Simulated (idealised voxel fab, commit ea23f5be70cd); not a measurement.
process module | voxel transistor to metal
cross-section cut | 185 nm wide | cells 5 nm
A cross-section is a grid of square cells, given in bands from the top down. A band is one or more rows of cells.
Each band's line starts with the height of the band's top and of its bottom, in nm. Then come its materials from left to right, each with its width in nm. One material with "throughout" fills the band from edge to edge. "air" is empty space.
Height 0 is the level under which the wafer as received is all one material. The lowest band goes on downwards, as in "0 down".
A width such as "30 to 40" changes by the same amount from each row of cells to the next, from the band's top row to its bottom row.
"no change" after a step means that no cell of the cross-section changed.
closed voids: empty space of 8 cells or more with no open way to the top, each as width x height at its distance from the left edge, in nm
after a step's settings: what the simulator itself notes on the step
overlay nm, on a step with a mask: how far to the right of its planned place the mask lay; to the left if negative
plan
1 op RECEIVE | material Si
2 op CONFORMAL_DEP | material SiO2 | thk nm 5
3 op CONFORMAL_DEP | material SiN | thk nm 15
4 op DIRECTIONAL_DEP | material aC | thk nm 10
5 op PATTERN | tone cover | mask id ACTIVE | material resist | width nm 105 | thk nm 25 | overlay nm 0
6 op DIRECTIONAL_ETCH | etch materials aC | depth nm 10
7 op STRIP | etch materials resist
8 op DIRECTIONAL_ETCH | etch materials SiN | depth nm 15
9 op DIRECTIONAL_ETCH | etch materials SiO2 | depth nm 5
10 op DIRECTIONAL_ETCH | etch materials Si | depth nm 35
11 op STRIP | etch materials aC
12 op OXIDIZE | depth nm 5
13 op FILL_DEP | material SiO2 | thk nm 5
14 op CMP | height nm 20
15 op SELECTIVE_ETCH | etch materials SiO2 | depth nm 10
16 op STRIP | etch materials SiN
17 op SELECTIVE_ETCH | etch materials SiO2 | depth nm 5
18 op OXIDIZE | depth nm 5
19 op DIRECTIONAL_DEP | material polySi | thk nm 25
20 op DIRECTIONAL_DEP | material SiCN | thk nm 10
21 op DIRECTIONAL_DEP | material aC | thk nm 15
22 op PATTERN | tone cover | mask id GATE | material resist | width nm 35 | thk nm 35 | overlay nm 0
23 op DIRECTIONAL_ETCH | etch materials aC | depth nm 15
24 op STRIP | etch materials resist
25 op DIRECTIONAL_ETCH | etch materials SiCN | depth nm 20
26 op DIRECTIONAL_ETCH | etch materials polySi | depth nm 35
27 op STRIP | etch materials aC
28 op CONFORMAL_DEP | material SiN | thk nm 10
29 op DIRECTIONAL_ETCH | etch materials SiN | depth nm 10
30 op DIRECTIONAL_ETCH | etch materials SiO2 | depth nm 5
31 op DIRECTIONAL_ETCH | etch materials Si | depth nm 5
32 op EPI | material SiGe | thk nm 10
33 op FILL_DEP | material SiO2 | thk nm 5
34 op CMP | height nm 25
35 op STRIP | etch materials polySi
36 op SELECTIVE_ETCH | etch materials SiO2 | depth nm 5
37 op CONFORMAL_DEP | material HfO2 | thk nm 5
38 op CONFORMAL_DEP | material TiN | thk nm 5
39 op FILL_DEP | material W | thk nm 5
40 op CMP | height nm 20
41 op DIRECTIONAL_DEP | material SiO2 | thk nm 10
42 op DIRECTIONAL_DEP | material aC | thk nm 15
43 op PATTERN | tone open | mask id CONTACT | material resist | width nm 15 | pitch nm 80 | thk nm 30 | overlay nm 0
44 op DIRECTIONAL_ETCH | etch materials aC | depth nm 15
45 op STRIP | etch materials resist
46 op DIRECTIONAL_ETCH | etch materials SiO2 | depth nm 30
47 op STRIP | etch materials aC
48 op CONFORMAL_DEP | material TiN | thk nm 5
49 op FILL_DEP | material Ru | thk nm 5
50 op CMP | height nm 30
51 op DIRECTIONAL_DEP | material TiN | thk nm 5
52 op DIRECTIONAL_DEP | material W | thk nm 20
53 op PATTERN | tone cover | mask id METAL_1 | material resist | width nm 15 | pitch nm 80 | thk nm 15 | overlay nm 0
54 op DIRECTIONAL_ETCH | etch materials W | depth nm 20
55 op DIRECTIONAL_ETCH | etch materials TiN | depth nm 5
56 op STRIP | etch materials resist
57 op FILL_DEP | material SiO2 | thk nm 10
58 op CMP | height nm 55
59 op CONFORMAL_DEP | material SiCN | thk nm 5
60 op DIRECTIONAL_DEP | material lowk | thk nm 30
61 op MASKED_ETCH | tone open | mask id METAL_2 | width nm 15 | pitch nm 80 | etch materials lowk | depth nm 20 | overlay nm 0
62 op MASKED_ETCH | tone open | mask id METAL_2_HOLES | width nm 15 | pitch nm 80 | etch materials lowk | depth nm 10 | overlay nm 0
63 op MASKED_ETCH | tone open | mask id METAL_2_HOLES | width nm 15 | pitch nm 80 | etch materials SiCN | depth nm 5 | overlay nm 0
64 op CONFORMAL_DEP | material TiN | thk nm 5
65 op FILL_DEP | material Cu | thk nm 10
66 op CMP | height nm 90
67 op CONFORMAL_DEP | material SiN | thk nm 5
as received, after step 1
  0 down: Si throughout
  closed voids: none
a wafer at the end: this start, this plan, one mistake
  95 to 90: SiN throughout
  90 to 60: lowk 45 | TiN 5 | Cu 5 | TiN 5 | lowk 65 | TiN 5 | Cu 5 | TiN 5 | lowk 45
  60 to 55: SiCN 45 | TiN 15 | SiCN 65 | TiN 15 | SiCN 45
  55 to 35: SiO2 45 | W 15 | SiO2 65 | W 15 | SiO2 45
  35 to 30: SiO2 45 | TiN 15 | SiO2 65 | TiN 15 | SiO2 45
  30 to 20: SiO2 50 | TiN 5 | Ru 5 | TiN 5 | SiO2 65 | TiN 5 | Ru 5 | TiN 5 | SiO2 40
  20 to 10: SiO2 50 | TiN 5 | Ru 5 | TiN 5 | SiN 10 | HfO2 5 | TiN 5 | W 15 | TiN 5 | HfO2 5 | SiN 10 | SiO2 10 | TiN 5 | Ru 5 | TiN 5 | SiO2 40
  10 to 5: SiO2 50 | TiN 15 | SiN 10 | HfO2 5 | TiN 5 | W 15 | TiN 5 | HfO2 5 | SiN 10 | SiO2 10 | TiN 15 | SiO2 40
  5 to 0: SiO2 35 | SiN 10 | SiO2 5 | TiN 5 | SiGe 10 | SiN 10 | HfO2 5 | TiN 25 | HfO2 5 | SiN 10 | SiGe 10 | TiN 10 | SiN 10 | SiO2 35
  0 to -5: SiO2 45 | SiGe 20 | SiO2 5 | HfO2 45 | SiO2 5 | SiGe 20 | SiO2 45
  -5 to -10: SiO2 45 | SiGe 20 | Si 55 | SiGe 20 | SiO2 45
  -10 to -40: SiO2 45 | Si 95 | SiO2 45
  -40 down: Si throughout
  closed voids: none
what went wrong: step 43 ran as: op PATTERN | tone open | mask id CONTACT | material resist | width nm 15 | pitch nm 80 | thk nm 30 | overlay nm 5
